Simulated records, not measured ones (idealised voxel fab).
Proc. module: voxel self aligned vias
cross-section cut | 280 nm wide | cells 5 nm
Cross-sections here: square-cell grids, written as top-down lists of bands, a band being one or more rows of cells.
A band entry consists of two parts. The first gives the height of the band's top and the height of its bottom, in nm. The rest lists the band's materials from left to right, each with its width in nm. A single material labelled with the word "all across" fills the band from edge to edge, and the word "empty" marks empty space.
Heights are reckoned from 0. Under this level, the received wafer is all of one material. The bottommost band is open-ended downward, for example "0 nm and below".
Note: "30->40" means the width goes from the first number (top row of the band) to the second number (bottom row) in equal steps per row of cells.
Reading "all unchanged" for a step: not a cell of the cross-section changed in it.
Listed in "Cavities, closed": every empty space of 8 or more cells without an open way to the top. Form: width x height at distance, the distance being from the left edge, all in nm.
Anything after a step's settings on that line? It's the simulator's own note about the step.
overlay nm: mask right of planned place by this much (step with mask). Neg. = left.

PLANNED STEP LIST FOR THE PROCESS
step 1: RECEIVE,material Si
step 2: CONFORMAL_DEP,material SiO2,thk nm 10
step 3: CONFORMAL_DEP,material SiCN,thk nm 5
step 4: DIRECTIONAL_DEP,material lowk,thk nm 25
step 5: MASKED_ETCH,tone open,mask id LINES,width nm 20,pitch nm 50,etch materials lowk,depth nm 25,overlay nm 0
step 6: CONFORMAL_DEP,material TiN,thk nm 5
step 7: FILL_DEP,material Ru,thk nm 10
step 8: CMP,height nm 40
step 9: SELECTIVE_ETCH,etch materials W Ru TiN,depth nm 5
step 10: FILL_DEP,material SiN,thk nm 5
step 11: CMP,height nm 40
step 12: DIRECTIONAL_DEP,material lowk,thk nm 20
step 13: DIRECTIONAL_DEP,material aC,thk nm 15
step 14: PATTERN,tone open,mask id VIAS,material resist,width nm 30,pitch nm 100,thk nm 30,overlay nm 0
step 15: DIRECTIONAL_ETCH,etch materials aC,depth nm 15
step 16: STRIP,etch materials resist
step 17: DIRECTIONAL_ETCH,etch materials lowk,depth nm 20
step 18: DIRECTIONAL_ETCH,etch materials SiN,depth nm 5
step 19: STRIP,etch materials aC
step 20: CONFORMAL_DEP,material TiN,thk nm 5
step 21: FILL_DEP,material Ru,thk nm 5
step 22: CMP,height nm 60
step 23: CONFORMAL_DEP,material SiN,thk nm 5

WHAT FOLLOWS COVERS THE FIRST OF TWO WAFERS; IT RAN AS PLANNED

CROSS-SECTION OF THE INCOMING WAFER, STATE AFTER STEP 1
- 0 nm and below | Si all across
- Cavities, closed: none

YOU'RE LOOKING AT A CROSS-SECTION OF THE WAFER AFTER STEP 2
- 10 nm to 0 nm | SiO2 all across
- Anything lower than 0 is untouched.

YOU'RE LOOKING AT A CROSS-SECTION OF THE WAFER AFTER STEP 3
- 15 nm to 10 nm | SiCN all across
- Anything lower than 10 is untouched.

YOU'RE LOOKING AT A CROSS-SECTION OF THE WAFER AFTER STEP 4
- 40 nm to 15 nm | lowk all across
- Anything lower than 15 is untouched.

YOU'RE LOOKING AT A CROSS-SECTION OF THE WAFER AFTER STEP 5
- 40 nm to 15 nm | lowk 80 nm, then empty 20 nm, then lowk 30 nm, then empty 20 nm, then lowk 30 nm, then empty 20 nm, then lowk 80 nm
- Anything lower than 15 is untouched.

YOU'RE LOOKING AT A CROSS-SECTION OF THE WAFER AFTER STEP 6
- 45 nm to 40 nm | TiN 85 nm, then empty 10 nm, then TiN 40 nm, then empty 10 nm, then TiN 40 nm, then empty 10 nm, then TiN 85 nm
- 40 nm to 20 nm | lowk 80 nm, then TiN 5 nm, then empty 10 nm, then TiN 5 nm, then lowk 30 nm, then TiN 5 nm, then empty 10 nm, then TiN 5 nm, then lowk 30 nm, then TiN 5 nm, then empty 10 nm, then TiN 5 nm, then lowk 80 nm
- 20 nm to 15 nm | lowk 80 nm, then TiN 20 nm, then lowk 30 nm, then TiN 20 nm, then lowk 30 nm, then TiN 20 nm, then lowk 80 nm
- Anything lower than 15 is untouched.

YOU'RE LOOKING AT A CROSS-SECTION OF THE WAFER AFTER STEP 7
- 55 nm to 45 nm | Ru all across
- 45 nm to 40 nm | TiN 85 nm, then Ru 10 nm, then TiN 40 nm, then Ru 10 nm, then TiN 40 nm, then Ru 10 nm, then TiN 85 nm
- 40 nm to 20 nm | lowk 80 nm, then TiN 5 nm, then Ru 10 nm, then TiN 5 nm, then lowk 30 nm, then TiN 5 nm, then Ru 10 nm, then TiN 5 nm, then lowk 30 nm, then TiN 5 nm, then Ru 10 nm, then TiN 5 nm, then lowk 80 nm
- Anything lower than 20 is untouched.

YOU'RE LOOKING AT A CROSS-SECTION OF THE WAFER AFTER STEP 8
- 40 nm to 20 nm | lowk 80 nm, then TiN 5 nm, then Ru 10 nm, then TiN 5 nm, then lowk 30 nm, then TiN 5 nm, then Ru 10 nm, then TiN 5 nm, then lowk 30 nm, then TiN 5 nm, then Ru 10 nm, then TiN 5 nm, then lowk 80 nm
- Anything lower than 20 is untouched.

YOU'RE LOOKING AT A CROSS-SECTION OF THE WAFER AFTER STEP 9
- 40 nm to 35 nm | lowk 80 nm, then empty 20 nm, then lowk 30 nm, then empty 20 nm, then lowk 30 nm, then empty 20 nm, then lowk 80 nm
- Anything lower than 35 is untouched.

YOU'RE LOOKING AT A CROSS-SECTION OF THE WAFER AFTER STEP 10
- 45 nm to 40 nm | SiN all across
- 40 nm to 35 nm | lowk 80 nm, then SiN 20 nm, then lowk 30 nm, then SiN 20 nm, then lowk 30 nm, then SiN 20 nm, then lowk 80 nm
- Anything lower than 35 is untouched.

YOU'RE LOOKING AT A CROSS-SECTION OF THE WAFER AFTER STEP 11
- 40 nm to 35 nm | lowk 80 nm, then SiN 20 nm, then lowk 30 nm, then SiN 20 nm, then lowk 30 nm, then SiN 20 nm, then lowk 80 nm
- Anything lower than 35 is untouched.

YOU'RE LOOKING AT A CROSS-SECTION OF THE WAFER AFTER STEP 12
- 60 nm to 40 nm | lowk all across
- Anything lower than 40 is untouched.

YOU'RE LOOKING AT A CROSS-SECTION OF THE WAFER AFTER STEP 13
- 75 nm to 60 nm | aC all across
- Anything lower than 60 is untouched.

YOU'RE LOOKING AT A CROSS-SECTION OF THE WAFER AFTER STEP 14
- 105 nm to 75 nm | resist 75 nm, then empty 30 nm, then resist 70 nm, then empty 30 nm, then resist 75 nm
- Anything lower than 75 is untouched.

YOU'RE LOOKING AT A CROSS-SECTION OF THE WAFER AFTER STEP 15
- 90 nm to 75 nm | resist 75 nm, then empty 30 nm, then resist 70 nm, then empty 30 nm, then resist 75 nm
- 75 nm to 60 nm | aC 75 nm, then empty 30 nm, then aC 70 nm, then empty 30 nm, then aC 75 nm
- Anything lower than 60 is untouched.

YOU'RE LOOKING AT A CROSS-SECTION OF THE WAFER AFTER STEP 16
- 75 nm to 60 nm | aC 75 nm, then empty 30 nm, then aC 70 nm, then empty 30 nm, then aC 75 nm
- Anything lower than 60 is untouched.

YOU'RE LOOKING AT A CROSS-SECTION OF THE WAFER AFTER STEP 17
- 75 nm to 60 nm | aC 75 nm, then empty 30 nm, then aC 70 nm, then empty 30 nm, then aC 75 nm
- 60 nm to 40 nm | lowk 75 nm, then empty 30 nm, then lowk 70 nm, then empty 30 nm, then lowk 75 nm
- Anything lower than 40 is untouched.

YOU'RE LOOKING AT A CROSS-SECTION OF THE WAFER AFTER STEP 18
- 75 nm to 60 nm | aC 75 nm, then empty 30 nm, then aC 70 nm, then empty 30 nm, then aC 75 nm
- 60 nm to 40 nm | lowk 75 nm, then empty 30 nm, then lowk 70 nm, then empty 30 nm, then lowk 75 nm
- 40 nm to 35 nm | lowk 80 nm, then empty 20 nm, then lowk 30 nm, then SiN 20 nm, then lowk 30 nm, then empty 20 nm, then lowk 80 nm
- Anything lower than 35 is untouched.

YOU'RE LOOKING AT A CROSS-SECTION OF THE WAFER AFTER STEP 19
- 60 nm to 40 nm | lowk 75 nm, then empty 30 nm, then lowk 70 nm, then empty 30 nm, then lowk 75 nm
- Anything lower than 40 is untouched.

YOU'RE LOOKING AT A CROSS-SECTION OF THE WAFER AFTER STEP 20
- 65 nm to 60 nm | TiN 80 nm, then empty 20 nm, then TiN 80 nm, then empty 20 nm, then TiN 80 nm
- 60 nm to 45 nm | lowk 75 nm, then TiN 5 nm, then empty 20 nm, then TiN 5 nm, then lowk 70 nm, then TiN 5 nm, then empty 20 nm, then TiN 5 nm, then lowk 75 nm
- 45 nm to 40 nm | lowk 75 nm, then TiN 10 nm, then empty 10 nm, then TiN 10 nm, then lowk 70 nm, then TiN 10 nm, then empty 10 nm, then TiN 10 nm, then lowk 75 nm
- 40 nm to 35 nm | lowk 80 nm, then TiN 20 nm, then lowk 30 nm, then SiN 20 nm, then lowk 30 nm, then TiN 20 nm, then lowk 80 nm
- Anything lower than 35 is untouched.

YOU'RE LOOKING AT A CROSS-SECTION OF THE WAFER AFTER STEP 21
- 70 nm to 65 nm | Ru all across
- 65 nm to 60 nm | TiN 80 nm, then Ru 20 nm, then TiN 80 nm, then Ru 20 nm, then TiN 80 nm
- 60 nm to 45 nm | lowk 75 nm, then TiN 5 nm, then Ru 20 nm, then TiN 5 nm, then lowk 70 nm, then TiN 5 nm, then Ru 20 nm, then TiN 5 nm, then lowk 75 nm
- 45 nm to 40 nm | lowk 75 nm, then TiN 10 nm, then Ru 10 nm, then TiN 10 nm, then lowk 70 nm, then TiN 10 nm, then Ru 10 nm, then TiN 10 nm, then lowk 75 nm
- Anything lower than 40 is untouched.

YOU'RE LOOKING AT A CROSS-SECTION OF THE WAFER AFTER STEP 22
- 60 nm to 45 nm | lowk 75 nm, then TiN 5 nm, then Ru 20 nm, then TiN 5 nm, then lowk 70 nm, then TiN 5 nm, then Ru 20 nm, then TiN 5 nm, then lowk 75 nm
- Anything lower than 45 is untouched.

YOU'RE LOOKING AT A CROSS-SECTION OF THE WAFER AFTER STEP 23
- 65 nm to 60 nm | SiN all across
- Anything lower than 60 is untouched.

SECOND WAFER (IDENTICAL START AND PLAN, ONE PROCESSING ERROR; MATCHES FIRST WAFER THROUGH STEP 1)

Cross-section of the second wafer at the time by which step 2 should have been completed according to the plan: all unchanged

CROSS-SECTION OF THE SECOND WAFER AT THE TIME BY WHICH STEP 3 SHOULD HAVE BEEN COMPLETED ACCORDING TO THE PLAN
- 5 nm to 0 nm | SiCN all across
- Anything lower than 0 is untouched.

CROSS-SECTION OF THE SECOND WAFER AT THE TIME BY WHICH STEP 4 SHOULD HAVE BEEN COMPLETED ACCORDING TO THE PLAN
- 30 nm to 5 nm | lowk all across
- Anything lower than 5 is untouched.

CROSS-SECTION OF THE SECOND WAFER AT THE TIME BY WHICH STEP 5 SHOULD HAVE BEEN COMPLETED ACCORDING TO THE PLAN
- 30 nm to 5 nm | lowk 80 nm, then empty 20 nm, then lowk 30 nm, then empty 20 nm, then lowk 30 nm, then empty 20 nm, then lowk 80 nm
- Anything lower than 5 is untouched.

CROSS-SECTION OF THE SECOND WAFER AT THE TIME BY WHICH STEP 6 SHOULD HAVE BEEN COMPLETED ACCORDING TO THE PLAN
- 35 nm to 30 nm | TiN 85 nm, then empty 10 nm, then TiN 40 nm, then empty 10 nm, then TiN 40 nm, then empty 10 nm, then TiN 85 nm
- 30 nm to 10 nm | lowk 80 nm, then TiN 5 nm, then empty 10 nm, then TiN 5 nm, then lowk 30 nm, then TiN 5 nm, then empty 10 nm, then TiN 5 nm, then lowk 30 nm, then TiN 5 nm, then empty 10 nm, then TiN 5 nm, then lowk 80 nm
- 10 nm to 5 nm | lowk 80 nm, then TiN 20 nm, then lowk 30 nm, then TiN 20 nm, then lowk 30 nm, then TiN 20 nm, then lowk 80 nm
- Anything lower than 5 is untouched.

CROSS-SECTION OF THE SECOND WAFER AT THE TIME BY WHICH STEP 7 SHOULD HAVE BEEN COMPLETED ACCORDING TO THE PLAN
- 45 nm to 35 nm | Ru all across
- 35 nm to 30 nm | TiN 85 nm, then Ru 10 nm, then TiN 40 nm, then Ru 10 nm, then TiN 40 nm, then Ru 10 nm, then TiN 85 nm
- 30 nm to 10 nm | lowk 80 nm, then TiN 5 nm, then Ru 10 nm, then TiN 5 nm, then lowk 30 nm, then TiN 5 nm, then Ru 10 nm, then TiN 5 nm, then lowk 30 nm, then TiN 5 nm, then Ru 10 nm, then TiN 5 nm, then lowk 80 nm
- Anything lower than 10 is untouched.

CROSS-SECTION OF THE SECOND WAFER AT THE TIME BY WHICH STEP 8 SHOULD HAVE BEEN COMPLETED ACCORDING TO THE PLAN
- 40 nm to 35 nm | Ru all across
- Anything lower than 35 is untouched.

CROSS-SECTION OF THE SECOND WAFER AT THE TIME BY WHICH STEP 9 SHOULD HAVE BEEN COMPLETED ACCORDING TO THE PLAN
- 35 nm to 30 nm | TiN 85 nm, then Ru 10 nm, then TiN 40 nm, then Ru 10 nm, then TiN 40 nm, then Ru 10 nm, then TiN 85 nm
- Anything lower than 30 is untouched.

CROSS-SECTION OF THE SECOND WAFER AT THE TIME BY WHICH STEP 10 SHOULD HAVE BEEN COMPLETED ACCORDING TO THE PLAN
- 40 nm to 35 nm | SiN all across
- Anything lower than 35 is untouched.

Cross-section of the second wafer at the time by which step 11 should have been completed according to the plan: all unchanged

CROSS-SECTION OF THE SECOND WAFER AT THE TIME BY WHICH STEP 12 SHOULD HAVE BEEN COMPLETED ACCORDING TO THE PLAN
- 60 nm to 40 nm | lowk all across
- Anything lower than 40 is untouched.

CROSS-SECTION OF THE SECOND WAFER AT THE TIME BY WHICH STEP 13 SHOULD HAVE BEEN COMPLETED ACCORDING TO THE PLAN
- 75 nm to 60 nm | aC all across
- Anything lower than 60 is untouched.

CROSS-SECTION OF THE SECOND WAFER AT THE TIME BY WHICH STEP 14 SHOULD HAVE BEEN COMPLETED ACCORDING TO THE PLAN
- 105 nm to 75 nm | resist 75 nm, then empty 30 nm, then resist 70 nm, then empty 30 nm, then resist 75 nm
- Anything lower than 75 is untouched.

CROSS-SECTION OF THE SECOND WAFER AT THE TIME BY WHICH STEP 15 SHOULD HAVE BEEN COMPLETED ACCORDING TO THE PLAN
- 90 nm to 75 nm | resist 75 nm, then empty 30 nm, then resist 70 nm, then empty 30 nm, then resist 75 nm
- 75 nm to 60 nm | aC 75 nm, then empty 30 nm, then aC 70 nm, then empty 30 nm, then aC 75 nm
- Anything lower than 60 is untouched.

CROSS-SECTION OF THE SECOND WAFER AT THE TIME BY WHICH STEP 16 SHOULD HAVE BEEN COMPLETED ACCORDING TO THE PLAN
- 75 nm to 60 nm | aC 75 nm, then empty 30 nm, then aC 70 nm, then empty 30 nm, then aC 75 nm
- Anything lower than 60 is untouched.

CROSS-SECTION OF THE SECOND WAFER AT THE TIME BY WHICH STEP 17 SHOULD HAVE BEEN COMPLETED ACCORDING TO THE PLAN
- 75 nm to 60 nm | aC 75 nm, then empty 30 nm, then aC 70 nm, then empty 30 nm, then aC 75 nm
- 60 nm to 40 nm | lowk 75 nm, then empty 30 nm, then lowk 70 nm, then empty 30 nm, then lowk 75 nm
- Anything lower than 40 is untouched.

CROSS-SECTION OF THE SECOND WAFER AT THE TIME BY WHICH STEP 18 SHOULD HAVE BEEN COMPLETED ACCORDING TO THE PLAN
- 75 nm to 60 nm | aC 75 nm, then empty 30 nm, then aC 70 nm, then empty 30 nm, then aC 75 nm
- 60 nm to 40 nm | lowk 75 nm, then empty 30 nm, then lowk 70 nm, then empty 30 nm, then lowk 75 nm
- 40 nm to 35 nm | SiN 75 nm, then empty 30 nm, then SiN 70 nm, then empty 30 nm, then SiN 75 nm
- Anything lower than 35 is untouched.

CROSS-SECTION OF THE SECOND WAFER AT THE TIME BY WHICH STEP 19 SHOULD HAVE BEEN COMPLETED ACCORDING TO THE PLAN
- 60 nm to 40 nm | lowk 75 nm, then empty 30 nm, then lowk 70 nm, then empty 30 nm, then lowk 75 nm
- Anything lower than 40 is untouched.

CROSS-SECTION OF THE SECOND WAFER AT THE TIME BY WHICH STEP 20 SHOULD HAVE BEEN COMPLETED ACCORDING TO THE PLAN
- 65 nm to 60 nm | TiN 80 nm, then empty 20 nm, then TiN 80 nm, then empty 20 nm, then TiN 80 nm
- 60 nm to 40 nm | lowk 75 nm, then TiN 5 nm, then empty 20 nm, then TiN 5 nm, then lowk 70 nm, then TiN 5 nm, then empty 20 nm, then TiN 5 nm, then lowk 75 nm
- 40 nm to 35 nm | SiN 75 nm, then TiN 30 nm, then SiN 70 nm, then TiN 30 nm, then SiN 75 nm
- Anything lower than 35 is untouched.

CROSS-SECTION OF THE SECOND WAFER AT THE TIME BY WHICH STEP 21 SHOULD HAVE BEEN COMPLETED ACCORDING TO THE PLAN
- 70 nm to 65 nm | Ru all across
- 65 nm to 60 nm | TiN 80 nm, then Ru 20 nm, then TiN 80 nm, then Ru 20 nm, then TiN 80 nm
- 60 nm to 40 nm | lowk 75 nm, then TiN 5 nm, then Ru 20 nm, then TiN 5 nm, then lowk 70 nm, then TiN 5 nm, then Ru 20 nm, then TiN 5 nm, then lowk 75 nm
- Anything lower than 40 is untouched.

CROSS-SECTION OF THE SECOND WAFER AT THE TIME BY WHICH STEP 22 SHOULD HAVE BEEN COMPLETED ACCORDING TO THE PLAN
- 60 nm to 40 nm | lowk 75 nm, then TiN 5 nm, then Ru 20 nm, then TiN 5 nm, then lowk 70 nm, then TiN 5 nm, then Ru 20 nm, then TiN 5 nm, then lowk 75 nm
- Anything lower than 40 is untouched.

CROSS-SECTION OF THE SECOND WAFER AT THE TIME BY WHICH STEP 23 SHOULD HAVE BEEN COMPLETED ACCORDING TO THE PLAN
- 65 nm to 60 nm | SiN all across
- Anything lower than 60 is untouched.
Misprocessing identified: step 2 was dropped from the plan's execution and never run
Final cells, second wafer relative to first, materials higher or lower: Ru +16; SiN +40; SiO2 -112; TiN +56
